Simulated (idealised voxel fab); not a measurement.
process module | voxel capacitor over wiring
cross-section cut | 155 nm wide | cells 5 nm
A cross-section is a grid of square cells, given in bands from the top down. A band is one or more rows of cells.
Each band's line starts with the height of the band's top and of its bottom, in nm. Then come its materials from left to right, each with its width in nm. One material with "throughout" fills the band from edge to edge. "air" is empty space.
Height 0 is the level under which the wafer as received is all one material. The lowest band goes on downwards, as in "0 down".
A width such as "30 to 40" changes by the same amount from each row of cells to the next, from the band's top row to its bottom row.
"no change" after a step means that no cell of the cross-section changed.
closed voids: empty space of 8 cells or more with no open way to the top, each as width x height at its distance from the left edge, in nm
after a step's settings: what the simulator itself notes on the step
overlay nm, on a step with a mask: how far to the right of its planned place the mask lay; to the left if negative
plan
1 op RECEIVE | material Si
2 op CONFORMAL_DEP | material SiO2 | thk nm 15
3 op CONFORMAL_DEP | material SiN | thk nm 5
4 op DIRECTIONAL_DEP | material SiO2 | thk nm 25
5 op DIRECTIONAL_DEP | material aC | thk nm 15
6 op PATTERN | tone open | mask id METAL_1 | material resist | width nm 30 | pitch nm 80 | thk nm 35 | overlay nm 0
7 op DIRECTIONAL_ETCH | etch materials aC | depth nm 15
8 op STRIP | etch materials resist
9 op DIRECTIONAL_ETCH | etch materials SiO2 | depth nm 25
10 op DIRECTIONAL_ETCH | etch materials SiN | depth nm 5
11 op STRIP | etch materials aC
12 op CONFORMAL_DEP | material TiN | thk nm 5
13 op FILL_DEP | material Ru | thk nm 5
14 op CMP | height nm 45
15 op CONFORMAL_DEP | material SiCN | thk nm 5
16 op DIRECTIONAL_DEP | material lowk | thk nm 15
17 op MASKED_ETCH | tone open | mask id PLUG_1 | width nm 15 | etch materials lowk | depth nm 15 | overlay nm 0
18 op MASKED_ETCH | tone open | mask id PLUG_1 | width nm 15 | etch materials SiCN | depth nm 5 | overlay nm 0
19 op EPI | material Ru | thk nm 10
20 op EPI | material Ru | thk nm 10
21 op DIRECTIONAL_DEP | material TiN | thk nm 10
22 op DIRECTIONAL_DEP | material HfO2 | thk nm 5
23 op DIRECTIONAL_DEP | material TiN | thk nm 10
24 op DIRECTIONAL_DEP | material aC | thk nm 15
25 op PATTERN | tone cover | mask id UPPER_PLATE | material resist | width nm 55 | thk nm 30 | overlay nm 0
26 op DIRECTIONAL_ETCH | etch materials aC | depth nm 15
27 op STRIP | etch materials resist
28 op DIRECTIONAL_ETCH | etch materials TiN | depth nm 10
29 op DIRECTIONAL_ETCH | etch materials HfO2 | depth nm 5
30 op STRIP | etch materials aC
31 op DIRECTIONAL_DEP | material aC | thk nm 10
32 op PATTERN | tone cover | mask id LOWER_PLATE | material resist | width nm 65 | thk nm 30 | overlay nm -15
33 op DIRECTIONAL_ETCH | etch materials aC | depth nm 10
34 op STRIP | etch materials resist
35 op DIRECTIONAL_ETCH | etch materials TiN | depth nm 10
36 op STRIP | etch materials aC
37 op FILL_DEP | material SiO2 | thk nm 20
38 op CMP | height nm 105
39 op MASKED_ETCH | tone open | mask id PLUG_2 | width nm 15 | etch materials SiO2 | depth nm 15 | overlay nm 0
40 op CONFORMAL_DEP | material TiN | thk nm 5
41 op FILL_DEP | material Ru | thk nm 10
42 op CMP | height nm 105
43 op CONFORMAL_DEP | material SiCN | thk nm 5
varied across the wafers: overlay nm of step 32. The plan shows the first wafer's value. All wafers start alike
first wafer as received, after step 1
  0 down: Si throughout
  closed voids: none
first wafer at the end, after step 43
  110 to 105: SiCN throughout
  105 to 95: SiO2 45 | TiN 5 | Ru 5 | TiN 5 | SiO2 95
  95 to 90: SiO2 45 | TiN 15 | SiO2 95
  90 to 80: SiO2 35 | TiN 45 | SiO2 75
  80 to 75: SiO2 35 | HfO2 55 | SiO2 65
  75 to 65: SiO2 15 | TiN 75 | SiO2 65
  65 to 50: lowk 35 | Ru 15 | lowk 105
  50 to 45: SiCN 35 | Ru 15 | SiCN 105
  45 to 20: SiO2 20 | TiN 5 | Ru 20 | TiN 5 | SiO2 50 | TiN 5 | Ru 20 | TiN 5 | SiO2 25
  20 to 15: SiN 20 | TiN 30 | SiN 50 | TiN 30 | SiN 25
  15 to 0: SiO2 throughout
  0 down: Si throughout
  closed voids: none
last wafer at the end
  110 to 105: SiCN throughout
  105 to 95: SiO2 45 | TiN 5 | Ru 5 | TiN 5 | SiO2 95
  95 to 90: SiO2 45 | TiN 15 | SiO2 95
  90 to 80: SiO2 45 | TiN 45 | SiO2 65
  80 to 75: SiO2 35 | HfO2 55 | SiO2 65
  75 to 65: SiO2 35 | TiN 75 | SiO2 45
  65 to 50: lowk 35 | Ru 15 | lowk 105
  50 to 45: SiCN 35 | Ru 15 | SiCN 105
  45 to 20: SiO2 20 | TiN 5 | Ru 20 | TiN 5 | SiO2 50 | TiN 5 | Ru 20 | TiN 5 | SiO2 25
  20 to 15: SiN 20 | TiN 30 | SiN 50 | TiN 30 | SiN 25
  15 to 0: SiO2 throughout
  0 down: Si throughout
  closed voids: none
each wafer at the end: cells of each material gained (+) or lost (-) since it was received, then its closed voids
overlay nm -15 | +11 HfO2 | +54 Ru | +59 SiCN | +19 SiN | +368 SiO2 | +87 TiN | +84 lowk | closed voids: none
overlay nm -10 | +11 HfO2 | +54 Ru | +59 SiCN | +19 SiN | +368 SiO2 | +87 TiN | +84 lowk | closed voids: none
overlay nm -5 | +11 HfO2 | +54 Ru | +59 SiCN | +19 SiN | +368 SiO2 | +87 TiN | +84 lowk | closed voids: none
overlay nm 0 | +11 HfO2 | +54 Ru | +59 SiCN | +19 SiN | +368 SiO2 | +87 TiN | +84 lowk | closed voids: none
overlay nm 5 | +11 HfO2 | +54 Ru | +59 SiCN | +19 SiN | +368 SiO2 | +87 TiN | +84 lowk | closed voids: none
overlay nm 10 | +11 HfO2 | +54 Ru | +59 SiCN | +19 SiN | +368 SiO2 | +87 TiN | +84 lowk | closed voids: none
overlay nm 15 | +11 HfO2 | +54 Ru | +59 SiCN | +19 SiN | +368 SiO2 | +87 TiN | +84 lowk | closed voids: none
